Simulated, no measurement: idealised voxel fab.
Process module heading - voxel released beams
Cross-sectional view cut (width: 215 nm; square cell size: 5 nm).
Think of the cross-section as a grid of square cells. We describe it in bands, top to bottom, and each band covers one or more rows of those cells. What a band's entry tells you: where the top is and where the bottom is, as heights in nm, and after that what lies inside, material by material from left to right, each with its width in nm. Empty space is written as the word "air", and a single material marked with the word "throughout" occupies the band from edge to edge. Convention: height 0 is the level below which the wafer, as received, is all one material. The lowest band does not terminate at the bottom but continues downward, represented as "0 -> down". Per-row width for "30->40": begins at first number (top row of band), ends at second number (bottom row), increment between rows held constant. Given "remained unchanged" for a step, no cell of the cross-section differs between before and after that step. Entry "Enclosed void listing". Content: empty spaces with no open connection to the top, size 8 cells or greater. Each: width x height at distance. Distance: from left edge. Unit: nm. On each step's line, the part that comes after the settings is the simulator's own comment on the step. On any step carrying a mask, the "overlay nm" setting, if present on the step's line, tells how far right of its planned place the mask lay; negative values point to the left. Structure of the following material. The material consists of pairs of cross-sections. Each pair comprises the cross-section before one process step and the cross-section after that step, the latter shown only down to the lowest band that changed. The step between the cross-sections is specified beneath each pair, including its settings. Pairs are not necessarily consecutive: they may derive from different runs of this module performed on the same starting wafer. Continuity with the pair above is to be assumed only where the entry headed "State on entry" of the pair in question states it.

State on entry:
* 0 -> down  Si throughout
* Enclosed void listing: none

Resultant Cross-Section:
* 5 -> 0  Al2O3 throughout
* At heights below 0, the structure remains unaltered.
* Enclosed void listing: none
Process step separating the two views above: CONFORMAL_DEP: material Al2O3, thk nm 5

State on entry: The prior state of this step coincides with the post-step cross-section of the pair just above.

Resultant Cross-Section:
* 15 -> 5  SiO2 throughout
* At heights below 5, the structure remains unaltered.
* Enclosed void listing: none
Process step separating the two views above: DIRECTIONAL_DEP: material SiO2, thk nm 10

State on entry: The prior state of this step coincides with the post-step cross-section of the pair just above.

Resultant Cross-Section:
* 30 -> 15  45 resist; 45 air; 125 resist
* At heights below 15, the structure remains unaltered.
* Enclosed void listing: none
Process step separating the two views above: PATTERN: tone open, mask id ANCHOR, material resist, width nm 45, thk nm 15, overlay nm 0

State on entry: The prior state of this step coincides with the post-step cross-section of the pair just above.

Resultant Cross-Section:
* 30 -> 15  45 resist; 45 air; 125 resist
* 15 -> 5  45 SiO2; 45 air; 125 SiO2
* At heights below 5, the structure remains unaltered.
* Enclosed void listing: none
Process step separating the two views above: DIRECTIONAL_ETCH: etch materials SiO2, depth nm 10

State on entry: The prior state of this step coincides with the post-step cross-section of the pair just above.

Resultant Cross-Section:
* 15 -> 5  45 SiO2; 45 air; 125 SiO2
* At heights below 5, the structure remains unaltered.
* Enclosed void listing: none
Process step separating the two views above: STRIP: etch materials resist

State on entry: The prior state of this step coincides with the post-step cross-section of the pair just above.

Resultant Cross-Section:
* 30 -> 20  60 polySi; 15 air; 140 polySi
* 20 -> 15  polySi throughout
* 15 -> 5  45 SiO2; 45 polySi; 125 SiO2
* At heights below 5, the structure remains unaltered.
* Enclosed void listing: none
Process step separating the two views above: CONFORMAL_DEP: material polySi, thk nm 15

State on entry: The prior state of this step coincides with the post-step cross-section of the pair just above.

Resultant Cross-Section:
* 45 -> 30  40 air; 125 resist; 50 air
* 30 -> 20  60 polySi; 15 resist; 140 polySi
* At heights below 20, the structure remains unaltered.
* Enclosed void listing: none
Process step separating the two views above: PATTERN: tone cover, mask id BEAM, material resist, width nm 125, thk nm 15, overlay nm 0

State on entry: The prior state of this step coincides with the post-step cross-section of the pair just above.

Resultant Cross-Section:
* 45 -> 30  40 air; 125 resist; 50 air
* 30 -> 20  40 air; 20 polySi; 15 resist; 90 polySi; 50 air
* 20 -> 15  40 air; 125 polySi; 50 air
* At heights below 15, the structure remains unaltered.
* Enclosed void listing: none
Process step separating the two views above: DIRECTIONAL_ETCH: etch materials polySi, depth nm 15

State on entry: The prior state of this step coincides with the post-step cross-section of the pair just above.

Resultant Cross-Section:
* 30 -> 20  40 air; 20 polySi; 15 air; 90 polySi; 50 air
* At heights below 20, the structure remains unaltered.
* Enclosed void listing: none
Process step separating the two views above: STRIP: etch materials resist

State on entry: The prior state of this step coincides with the post-step cross-section of the pair just above.

Resultant Cross-Section:
* 30 -> 20  40 air; 20 polySi; 15 air; 90 polySi; 50 air
* 20 -> 15  40 air; 125 polySi; 50 air
* 15 -> 5  45 air; 45 polySi; 125 air
* At heights below 5, the structure remains unaltered.
* Enclosed void listing: none
Process step separating the two views above: STRIP: etch materials SiO2

State on entry:
* 0 -> down  Si throughout
* Enclosed void listing: none

Resultant Cross-Section:
* 10 -> 0  SiO2 throughout
* At heights below 0, the structure remains unaltered.
* Enclosed void listing: none
Process step separating the two views above: DIRECTIONAL_DEP: material SiO2, thk nm 10

State on entry: The prior state of this step coincides with the post-step cross-section of the pair just above.

Resultant Cross-Section:
* 25 -> 10  45 resist; 45 air; 125 resist
* At heights below 10, the structure remains unaltered.
* Enclosed void listing: none
Process step separating the two views above: PATTERN: tone open, mask id ANCHOR, material resist, width nm 45, thk nm 15, overlay nm 0

State on entry: The prior state of this step coincides with the post-step cross-section of the pair just above.

Resultant Cross-Section:
* 25 -> 10  45 resist; 45 air; 125 resist
* 10 -> 0  45 SiO2; 45 air; 125 SiO2
* At heights below 0, the structure remains unaltered.
* Enclosed void listing: none
Process step separating the two views above: DIRECTIONAL_ETCH: etch materials SiO2, depth nm 10

State on entry: The prior state of this step coincides with the post-step cross-section of the pair just above.

Resultant Cross-Section:
* 10 -> 0  45 SiO2; 45 air; 125 SiO2
* At heights below 0, the structure remains unaltered.
* Enclosed void listing: none
Process step separating the two views above: STRIP: etch materials resist

State on entry: The prior state of this step coincides with the post-step cross-section of the pair just above.

Resultant Cross-Section:
* 25 -> 15  60 polySi; 15 air; 140 polySi
* 15 -> 10  polySi throughout
* 10 -> 0  45 SiO2; 45 polySi; 125 SiO2
* At heights below 0, the structure remains unaltered.
* Enclosed void listing: none
Process step separating the two views above: CONFORMAL_DEP: material polySi, thk nm 15

State on entry: The prior state of this step coincides with the post-step cross-section of the pair just above.

Resultant Cross-Section:
* 40 -> 25  40 air; 125 resist; 50 air
* 25 -> 15  60 polySi; 15 resist; 140 polySi
* At heights below 15, the structure remains unaltered.
* Enclosed void listing: none
Process step separating the two views above: PATTERN: tone cover, mask id BEAM, material resist, width nm 125, thk nm 15, overlay nm 0

State on entry: The prior state of this step coincides with the post-step cross-section of the pair just above.

Resultant Cross-Section:
* 40 -> 25  40 air; 125 resist; 50 air
* 25 -> 15  40 air; 20 polySi; 15 resist; 90 polySi; 50 air
* 15 -> 10  40 air; 125 polySi; 50 air
* At heights below 10, the structure remains unaltered.
* Enclosed void listing: none
Process step separating the two views above: DIRECTIONAL_ETCH: etch materials polySi, depth nm 15

State on entry: The prior state of this step coincides with the post-step cross-section of the pair just above.

Resultant Cross-Section:
* 25 -> 15  40 air; 20 polySi; 15 air; 90 polySi; 50 air
* At heights below 15, the structure remains unaltered.
* Enclosed void listing: none
Process step separating the two views above: STRIP: etch materials resist

State on entry: The prior state of this step coincides with the post-step cross-section of the pair just above.

Resultant Cross-Section:
* 25 -> 15  40 air; 20 polySi; 15 air; 90 polySi; 50 air
* 15 -> 10  40 air; 125 polySi; 50 air
* 10 -> 0  45 air; 45 polySi; 125 air
* At heights below 0, the structure remains unaltered.
* Enclosed void listing: none
Process step separating the two views above: STRIP: etch materials SiO2

State on entry:
* 30 -> 20  60 polySi; 15 air; 140 polySi
* 20 -> 15  polySi throughout
* 15 -> 5  45 SiO2; 45 polySi; 125 SiO2
* 5 -> 0  Al2O3 throughout
* 0 -> down  Si throughout
* Enclosed void listing: none

Resultant Cross-Section:
* 45 -> 15  polySi throughout
* At heights below 15, the structure remains unaltered.
* Enclosed void listing: none
Process step separating the two views above: CONFORMAL_DEP: material polySi, thk nm 15

State on entry: The prior state of this step coincides with the post-step cross-section of the pair just above.

Resultant Cross-Section:
* 60 -> 45  40 air; 125 resist; 50 air
* At heights below 45, the structure remains unaltered.
* Enclosed void listing: none
Process step separating the two views above: PATTERN: tone cover, mask id BEAM, material resist, width nm 125, thk nm 15, overlay nm 0

State on entry: The prior state of this step coincides with the post-step cross-section of the pair just above.

Resultant Cross-Section:
* 60 -> 45  40 air; 125 resist; 50 air
* 45 -> 30  40 air; 125 polySi; 50 air
* At heights below 30, the structure remains unaltered.
* Enclosed void listing: none
Process step separating the two views above: DIRECTIONAL_ETCH: etch materials polySi, depth nm 15

State on entry: The prior state of this step coincides with the post-step cross-section of the pair just above.

Resultant Cross-Section:
* 45 -> 30  40 air; 125 polySi; 50 air
* At heights below 30, the structure remains unaltered.
* Enclosed void listing: none
Process step separating the two views above: STRIP: etch materials resist

State on entry:
* 10 -> 0  SiO2 throughout
* 0 -> down  Si throughout
* Enclosed void listing: none

Resultant Cross-Section:
* 15 -> 10  Al2O3 throughout
* At heights below 10, the structure remains unaltered.
* Enclosed void listing: none
Process step separating the two views above: CONFORMAL_DEP: material Al2O3, thk nm 5

State on entry: The prior state of this step coincides with the post-step cross-section of the pair just above.

Resultant Cross-Section:
* 30 -> 15  45 resist; 45 air; 125 resist
* At heights below 15, the structure remains unaltered.
* Enclosed void listing: none
Process step separating the two views above: PATTERN: tone open, mask id ANCHOR, material resist, width nm 45, thk nm 15, overlay nm 0

State on entry: The prior state of this step coincides with the post-step cross-section of the pair just above.

Resultant Cross-Section:
* 15 -> 10  Al2O3 throughout
* At heights below 10, the structure remains unaltered.
* Enclosed void listing: none
Process step separating the two views above: STRIP: etch materials resist

State on entry: The prior state of this step coincides with the post-step cross-section of the pair just above.

Resultant Cross-Section:
* 30 -> 15  polySi throughout
* At heights below 15, the structure remains unaltered.
* Enclosed void listing: none
Process step separating the two views above: CONFORMAL_DEP: material polySi, thk nm 15

State on entry: The prior state of this step coincides with the post-step cross-section of the pair just above.

Resultant Cross-Section:
* 45 -> 30  40 air; 125 resist; 50 air
* At heights below 30, the structure remains unaltered.
* Enclosed void listing: none
Process step separating the two views above: PATTERN: tone cover, mask id BEAM, material resist, width nm 125, thk nm 15, overlay nm 0

State on entry: The prior state of this step coincides with the post-step cross-section of the pair just above.

Resultant Cross-Section:
* 45 -> 30  40 air; 125 resist; 50 air
* 30 -> 15  40 air; 125 polySi; 50 air
* At heights below 15, the structure remains unaltered.
* Enclosed void listing: none
Process step separating the two views above: DIRECTIONAL_ETCH: etch materials polySi, depth nm 15

State on entry: The prior state of this step coincides with the post-step cross-section of the pair just above.

Resultant Cross-Section:
* 30 -> 15  40 air; 125 polySi; 50 air
* At heights below 15, the structure remains unaltered.
* Enclosed void listing: none
Process step separating the two views above: STRIP: etch materials resist

State on entry:
* 45 -> 30  40 air; 125 resist; 50 air
* 30 -> 20  60 polySi; 15 resist; 140 polySi
* 20 -> 15  polySi throughout
* 15 -> 5  45 SiO2; 45 polySi; 125 SiO2
* 5 -> 0  Al2O3 throughout
* 0 -> down  Si throughout
* Enclosed void listing: none

Resultant Cross-Section:
* 45 -> 30  40 air; 125 resist; 50 air
* 30 -> 25  40 air; 20 polySi; 15 resist; 90 polySi; 50 air
* At heights below 25, the structure remains unaltered.
* Enclosed void listing: none
Process step separating the two views above: DIRECTIONAL_ETCH: etch materials polySi, depth nm 5

State on entry: The prior state of this step coincides with the post-step cross-section of the pair just above.

Resultant Cross-Section:
* 30 -> 25  40 air; 20 polySi; 15 air; 90 polySi; 50 air
* 25 -> 20  60 polySi; 15 air; 140 polySi
* At heights below 20, the structure remains unaltered.
* Enclosed void listing: none
Process step separating the two views above: STRIP: etch materials resist

State on entry:
* 30 -> 20  60 polySi; 15 air; 140 polySi
* 20 -> 15  polySi throughout
* 15 -> 5  45 SiO2; 45 polySi; 125 SiO2
* 5 -> 0  Al2O3 throughout
* 0 -> down  Si throughout
* Enclosed void listing: none

Resultant Cross-Section:
* 45 -> 30  40 air; 130 resist; 45 air
* 30 -> 20  60 polySi; 15 resist; 140 polySi
* At heights below 20, the structure remains unaltered.
* Enclosed void listing: none
Process step separating the two views above: PATTERN: tone cover, mask id BEAM, material resist, width nm 130, thk nm 15, overlay nm 0

State on entry: The prior state of this step coincides with the post-step cross-section of the pair just above.

Resultant Cross-Section:
* 45 -> 30  40 air; 130 resist; 45 air
* 30 -> 20  40 air; 20 polySi; 15 resist; 95 polySi; 45 air
* 20 -> 15  40 air; 130 polySi; 45 air
* At heights below 15, the structure remains unaltered.
* Enclosed void listing: none
Process step separating the two views above: DIRECTIONAL_ETCH: etch materials polySi, depth nm 15

State on entry: The prior state of this step coincides with the post-step cross-section of the pair just above.

Resultant Cross-Section:
* 30 -> 20  40 air; 20 polySi; 15 air; 95 polySi; 45 air
* At heights below 20, the structure remains unaltered.
* Enclosed void listing: none
Process step separating the two views above: STRIP: etch materials resist

State on entry: The prior state of this step coincides with the post-step cross-section of the pair just above.

Resultant Cross-Section:
* 30 -> 20  40 air; 20 polySi; 15 air; 95 polySi; 45 air
* 20 -> 15  40 air; 130 polySi; 45 air
* 15 -> 5  45 air; 45 polySi; 125 air
* At heights below 5, the structure remains unaltered.
* Enclosed void listing: none
Process step separating the two views above: STRIP: etch materials SiO2

State on entry:
* 15 -> 5  SiO2 throughout
* 5 -> 0  Al2O3 throughout
* 0 -> down  Si throughout
* Enclosed void listing: none

Resultant Cross-Section:
* 30 -> 15  40 resist; 45 air; 130 resist
* At heights below 15, the structure remains unaltered.
* Enclosed void listing: none
Process step separating the two views above: PATTERN: tone open, mask id ANCHOR, material resist, width nm 45, thk nm 15, overlay nm -5

State on entry: The prior state of this step coincides with the post-step cross-section of the pair just above.

Resultant Cross-Section:
* 30 -> 15  40 resist; 45 air; 130 resist
* 15 -> 5  40 SiO2; 45 air; 130 SiO2
* At heights below 5, the structure remains unaltered.
* Enclosed void listing: none
Process step separating the two views above: DIRECTIONAL_ETCH: etch materials SiO2, depth nm 10

State on entry: The prior state of this step coincides with the post-step cross-section of the pair just above.

Resultant Cross-Section:
* 15 -> 5  40 SiO2; 45 air; 130 SiO2
* At heights below 5, the structure remains unaltered.
* Enclosed void listing: none
Process step separating the two views above: STRIP: etch materials resist

State on entry: The prior state of this step coincides with the post-step cross-section of the pair just above.

Resultant Cross-Section:
* 30 -> 20  55 polySi; 15 air; 145 polySi
* 20 -> 15  polySi throughout
* 15 -> 5  40 SiO2; 45 polySi; 130 SiO2
* At heights below 5, the structure remains unaltered.
* Enclosed void listing: none
Process step separating the two views above: CONFORMAL_DEP: material polySi, thk nm 15

State on entry: The prior state of this step coincides with the post-step cross-section of the pair just above.

Resultant Cross-Section:
* 45 -> 30  40 air; 125 resist; 50 air
* 30 -> 20  55 polySi; 15 resist; 145 polySi
* At heights below 20, the structure remains unaltered.
* Enclosed void listing: none
Process step separating the two views above: PATTERN: tone cover, mask id BEAM, material resist, width nm 125, thk nm 15, overlay nm 0

State on entry: The prior state of this step coincides with the post-step cross-section of the pair just above.

Resultant Cross-Section:
* 45 -> 30  40 air; 125 resist; 50 air
* 30 -> 20  40 air; 15 polySi; 15 resist; 95 polySi; 50 air
* 20 -> 15  40 air; 125 polySi; 50 air
* At heights below 15, the structure remains unaltered.
* Enclosed void listing: none
Process step separating the two views above: DIRECTIONAL_ETCH: etch materials polySi, depth nm 15

State on entry: The prior state of this step coincides with the post-step cross-section of the pair just above.

Resultant Cross-Section:
* 30 -> 20  40 air; 15 polySi; 15 air; 95 polySi; 50 air
* At heights below 20, the structure remains unaltered.
* Enclosed void listing: none
Process step separating the two views above: STRIP: etch materials resist

State on entry: The prior state of this step coincides with the post-step cross-section of the pair just above.

Resultant Cross-Section:
* 30 -> 20  40 air; 15 polySi; 15 air; 95 polySi; 50 air
* 20 -> 15  40 air; 125 polySi; 50 air
* 15 -> 5  40 air; 45 polySi; 130 air
* At heights below 5, the structure remains unaltered.
* Enclosed void listing: none
Process step separating the two views above: STRIP: etch materials SiO2

State on entry:
* 5 -> 0  Al2O3 throughout
* 0 -> down  Si throughout
* Enclosed void listing: none

Resultant Cross-Section:
* 15 -> 5  polySi throughout
* At heights below 5, the structure remains unaltered.
* Enclosed void listing: none
Process step separating the two views above: DIRECTIONAL_DEP: material polySi, thk nm 10

State on entry: The prior state of this step coincides with the post-step cross-section of the pair just above.

Resultant Cross-Section:
* 30 -> 15  45 resist; 45 air; 125 resist
* At heights below 15, the structure remains unaltered.
* Enclosed void listing: none
Process step separating the two views above: PATTERN: tone open, mask id ANCHOR, material resist, width nm 45, thk nm 15, overlay nm 0

State on entry: The prior state of this step coincides with the post-step cross-section of the pair just above.

Resultant Cross-Section:
* 15 -> 5  polySi throughout
* At heights below 5, the structure remains unaltered.
* Enclosed void listing: none
Process step separating the two views above: STRIP: etch materials resist

State on entry: The prior state of this step coincides with the post-step cross-section of the pair just above.

Resultant Cross-Section:
* 30 -> 5  polySi throughout
* At heights below 5, the structure remains unaltered.
* Enclosed void listing: none
Process step separating the two views above: CONFORMAL_DEP: material polySi, thk nm 15

State on entry: The prior state of this step coincides with the post-step cross-section of the pair just above.

Resultant Cross-Section:
* 45 -> 30  40 air; 125 resist; 50 air
* At heights below 30, the structure remains unaltered.
* Enclosed void listing: none
Process step separating the two views above: PATTERN: tone cover, mask id BEAM, material resist, width nm 125, thk nm 15, overlay nm 0

State on entry: The prior state of this step coincides with the post-step cross-section of the pair just above.

Resultant Cross-Section:
* 45 -> 30  40 air; 125 resist; 50 air
* 30 -> 15  40 air; 125 polySi; 50 air
* At heights below 15, the structure remains unaltered.
* Enclosed void listing: none
Process step separating the two views above: DIRECTIONAL_ETCH: etch materials polySi, depth nm 15

State on entry: The prior state of this step coincides with the post-step cross-section of the pair just above.

Resultant Cross-Section:
* 30 -> 15  40 air; 125 polySi; 50 air
* At heights below 15, the structure remains unaltered.
* Enclosed void listing: none
Process step separating the two views above: STRIP: etch materials resist

State on entry:
* 15 -> 5  SiO2 throughout
* 5 -> 0  Al2O3 throughout
* 0 -> down  Si throughout
* Enclosed void listing: none

Resultant Cross-Section:
* 30 -> 15  45 air; 45 resist; 125 air
* At heights below 15, the structure remains unaltered.
* Enclosed void listing: none
Process step separating the two views above: PATTERN: tone cover, mask id ANCHOR, material resist, width nm 45, thk nm 15, overlay nm 0

State on entry: The prior state of this step coincides with the post-step cross-section of the pair just above.

Resultant Cross-Section:
* 30 -> 15  45 air; 45 resist; 125 air
* 15 -> 5  45 air; 45 SiO2; 125 air
* At heights below 5, the structure remains unaltered.
* Enclosed void listing: none
Process step separating the two views above: DIRECTIONAL_ETCH: etch materials SiO2, depth nm 10

State on entry: The prior state of this step coincides with the post-step cross-section of the pair just above.

Resultant Cross-Section:
* 15 -> 5  45 air; 45 SiO2; 125 air
* At heights below 5, the structure remains unaltered.
* Enclosed void listing: none
Process step separating the two views above: STRIP: etch materials resist

State on entry: The prior state of this step coincides with the post-step cross-section of the pair just above.

Resultant Cross-Section:
* 30 -> 20  30 air; 75 polySi; 110 air
* 20 -> 15  polySi throughout
* 15 -> 5  45 polySi; 45 SiO2; 125 polySi
* At heights below 5, the structure remains unaltered.
* Enclosed void listing: none
Process step separating the two views above: CONFORMAL_DEP: material polySi, thk nm 15

State on entry: The prior state of this step coincides with the post-step cross-section of the pair just above.

Resultant Cross-Section:
* 45 -> 30  40 air; 125 resist; 50 air
* 30 -> 20  30 air; 75 polySi; 60 resist; 50 air
* At heights below 20, the structure remains unaltered.
* Enclosed void listing: none
Process step separating the two views above: PATTERN: tone cover, mask id BEAM, material resist, width nm 125, thk nm 15, overlay nm 0

State on entry: The prior state of this step coincides with the post-step cross-section of the pair just above.

Resultant Cross-Section:
* 45 -> 30  40 air; 125 resist; 50 air
* 30 -> 20  40 air; 65 polySi; 60 resist; 50 air
* 20 -> 15  40 air; 125 polySi; 50 air
* 15 -> 5  30 air; 15 polySi; 45 SiO2; 75 polySi; 50 air
* At heights below 5, the structure remains unaltered.
* Enclosed void listing: none
Process step separating the two views above: DIRECTIONAL_ETCH: etch materials polySi, depth nm 15

State on entry: The prior state of this step coincides with the post-step cross-section of the pair just above.

Resultant Cross-Section:
* 30 -> 20  40 air; 65 polySi; 110 air
* At heights below 20, the structure remains unaltered.
* Enclosed void listing: none
Process step separating the two views above: STRIP: etch materials resist
